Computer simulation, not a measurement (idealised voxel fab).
Process module in this document: voxel spacer lines
The figure presents cross-section cut, which has a width of 250 nm and is divided into square cells with an edge length of 5 nm.
Heads up, the way a cross-section reads in here is a grid of square cells, handed over as bands from the top down, with every band being one or more rows of cells.
Within each band entry, the heights of the top and of the bottom of the band appear first, in that order and in nm; the materials of the band then follow from left to right, each with its corresponding width in nm. The designation "everywhere" on a single material indicates that it fills the band from edge to edge; the designation "empty" indicates empty space.
Height reference: 0 = level under which incoming wafer is all one material. Lowest band: no bottom, runs on downward, e.g. "0 nm and below".
With a width like "30 to 40", each row of cells in the band differs from the next by the same amount, the top row carrying the first number and the bottom row the second.
It should be understood that the words "remains unaltered", when stated for a given step, signify that the cross-section underwent no change in any of its cells during that step.
In the "Closed void list" entry, you get each enclosed empty space of 8 cells or more, one with no open way to the top, written width x height at distance, distance from the left edge, in nm.
Post-settings text on a step line: simulator's own remark regarding the step.
A step's line can hold "overlay nm"; with a mask on that step, the setting says how far right of the planned place the mask lay, while a negative setting says it lay to the left.
## Below is the list of planned process steps
1. RECEIVE [material Si]
2. CONFORMAL_DEP [material Al2O3] [thk nm 5]
3. DIRECTIONAL_DEP [material SiN] [thk nm 10]
4. DIRECTIONAL_DEP [material aC] [thk nm 20]
5. PATTERN [tone cover] [mask id MANDREL] [material resist] [width nm 15] [pitch nm 50] [thk nm 30] [overlay nm 0]
6. DIRECTIONAL_ETCH [etch materials aC] [depth nm 20]
7. STRIP [etch materials resist]
8. CONFORMAL_DEP [material SiO2] [thk nm 10]
9. DIRECTIONAL_ETCH [etch materials SiO2] [depth nm 10]
10. STRIP [etch materials aC]
11. DIRECTIONAL_ETCH [etch materials SiN] [depth nm 10]
12. STRIP [etch materials SiO2]
13. FILL_DEP [material SiO2] [thk nm 10]
14. CMP [height nm 15]
## Concerning the first of two wafers, which was run in accordance with the plan
## Incoming wafer, cross-sectional view, post step 1
* 0 nm and below | Si everywhere
* Closed void list: none
## The wafer in cross-section once step 2 is complete
* 5 nm to 0 nm | Al2O3 everywhere
* Rest of section, below 0: as before.
## The wafer in cross-section once step 3 is complete
* 15 nm to 5 nm | SiN everywhere
* Rest of section, below 5: as before.
## The wafer in cross-section once step 4 is complete
* 35 nm to 15 nm | aC everywhere
* Rest of section, below 15: as before.
## The wafer in cross-section once step 5 is complete
* 65 nm to 35 nm | empty 65 nm, resist 15 nm, empty 35 nm, resist 15 nm, empty 35 nm, resist 15 nm, empty 70 nm
* Rest of section, below 35: as before.
## The wafer in cross-section once step 6 is complete
* 45 nm to 35 nm | empty 65 nm, resist 15 nm, empty 35 nm, resist 15 nm, empty 35 nm, resist 15 nm, empty 70 nm
* 35 nm to 15 nm | empty 65 nm, aC 15 nm, empty 35 nm, aC 15 nm, empty 35 nm, aC 15 nm, empty 70 nm
* Rest of section, below 15: as before.
## The wafer in cross-section once step 7 is complete
* 35 nm to 15 nm | empty 65 nm, aC 15 nm, empty 35 nm, aC 15 nm, empty 35 nm, aC 15 nm, empty 70 nm
* Rest of section, below 15: as before.
## The wafer in cross-section once step 8 is complete
* 45 nm to 35 nm | empty 55 nm, SiO2 35 nm, empty 15 nm, SiO2 35 nm, empty 15 nm, SiO2 35 nm, empty 60 nm
* 35 nm to 25 nm | empty 55 nm, SiO2 10 nm, aC 15 nm, SiO2 10 nm, empty 15 nm, SiO2 10 nm, aC 15 nm, SiO2 10 nm, empty 15 nm, SiO2 10 nm, aC 15 nm, SiO2 10 nm, empty 60 nm
* 25 nm to 15 nm | SiO2 65 nm, aC 15 nm, SiO2 35 nm, aC 15 nm, SiO2 35 nm, aC 15 nm, SiO2 70 nm
* Rest of section, below 15: as before.
## The wafer in cross-section once step 9 is complete
* 35 nm to 15 nm | empty 55 nm, SiO2 10 nm, aC 15 nm, SiO2 10 nm, empty 15 nm, SiO2 10 nm, aC 15 nm, SiO2 10 nm, empty 15 nm, SiO2 10 nm, aC 15 nm, SiO2 10 nm, empty 60 nm
* Rest of section, below 15: as before.
## The wafer in cross-section once step 10 is complete
* 35 nm to 15 nm | empty 55 nm, SiO2 10 nm, empty 15 nm, SiO2 10 nm, empty 15 nm, SiO2 10 nm, empty 15 nm, SiO2 10 nm, empty 15 nm, SiO2 10 nm, empty 15 nm, SiO2 10 nm, empty 60 nm
* Rest of section, below 15: as before.
## The wafer in cross-section once step 11 is complete
* 35 nm to 15 nm | empty 55 nm, SiO2 10 nm, empty 15 nm, SiO2 10 nm, empty 15 nm, SiO2 10 nm, empty 15 nm, SiO2 10 nm, empty 15 nm, SiO2 10 nm, empty 15 nm, SiO2 10 nm, empty 60 nm
* 15 nm to 5 nm | empty 55 nm, SiN 10 nm, empty 15 nm, SiN 10 nm, empty 15 nm, SiN 10 nm, empty 15 nm, SiN 10 nm, empty 15 nm, SiN 10 nm, empty 15 nm, SiN 10 nm, empty 60 nm
* Rest of section, below 5: as before.
## The wafer in cross-section once step 12 is complete
* 15 nm to 5 nm | empty 55 nm, SiN 10 nm, empty 15 nm, SiN 10 nm, empty 15 nm, SiN 10 nm, empty 15 nm, SiN 10 nm, empty 15 nm, SiN 10 nm, empty 15 nm, SiN 10 nm, empty 60 nm
* Rest of section, below 5: as before.
## The wafer in cross-section once step 13 is complete
* 25 nm to 15 nm | SiO2 everywhere
* 15 nm to 5 nm | SiO2 55 nm, SiN 10 nm, SiO2 15 nm, SiN 10 nm, SiO2 15 nm, SiN 10 nm, SiO2 15 nm, SiN 10 nm, SiO2 15 nm, SiN 10 nm, SiO2 15 nm, SiN 10 nm, SiO2 60 nm
* Rest of section, below 5: as before.
## The wafer in cross-section once step 14 is complete
* 15 nm to 5 nm | SiO2 55 nm, SiN 10 nm, SiO2 15 nm, SiN 10 nm, SiO2 15 nm, SiN 10 nm, SiO2 15 nm, SiN 10 nm, SiO2 15 nm, SiN 10 nm, SiO2 15 nm, SiN 10 nm, SiO2 60 nm
* Rest of section, below 5: as before.
## For the second wafer, take the first wafer's start and plan, then add one mistake made in running it; everything through step 2, that step included, is shared with the first
## Second wafer: cross-section at the scheduled end of step 3
* 25 nm to 5 nm | aC everywhere
* Rest of section, below 5: as before.
## Second wafer: cross-section at the scheduled end of step 4
* 35 nm to 25 nm | SiN everywhere
* Rest of section, below 25: as before.
## Second wafer: cross-section at the scheduled end of step 5
* 65 nm to 35 nm | empty 65 nm, resist 15 nm, empty 35 nm, resist 15 nm, empty 35 nm, resist 15 nm, empty 70 nm
* Rest of section, below 35: as before.
## Second wafer: cross-section at the scheduled end of step 6
* 45 nm to 35 nm | empty 65 nm, resist 15 nm, empty 35 nm, resist 15 nm, empty 35 nm, resist 15 nm, empty 70 nm
* Rest of section, below 35: as before.
## Second wafer: cross-section at the scheduled end of step 7
* 35 nm to 25 nm | SiN everywhere
* Rest of section, below 25: as before.
## Second wafer: cross-section at the scheduled end of step 8
* 45 nm to 35 nm | SiO2 everywhere
* Rest of section, below 35: as before.
## Second wafer: cross-section at the scheduled end of step 9
* 35 nm to 25 nm | SiN everywhere
* Rest of section, below 25: as before.
Second wafer: cross-section at the scheduled end of step 10: remains unaltered
## Second wafer: cross-section at the scheduled end of step 11
* 25 nm to 5 nm | aC everywhere
* Rest of section, below 5: as before.
Second wafer: cross-section at the scheduled end of step 12: remains unaltered
## Second wafer: cross-section at the scheduled end of step 13
* 35 nm to 25 nm | SiO2 everywhere
* Rest of section, below 25: as before.
## Second wafer: cross-section at the scheduled end of step 14
* 15 nm to 5 nm | aC everywhere
* Rest of section, below 5: as before.
What went wrong in running the wafer? ran 3 and 4 in swapped order versus the plan
Once processing is complete, comparing cell counts shows that the second wafer has more or fewer of certain materials than the first: 24 fewer of SiN; 76 fewer of SiO2; 100 more of aC
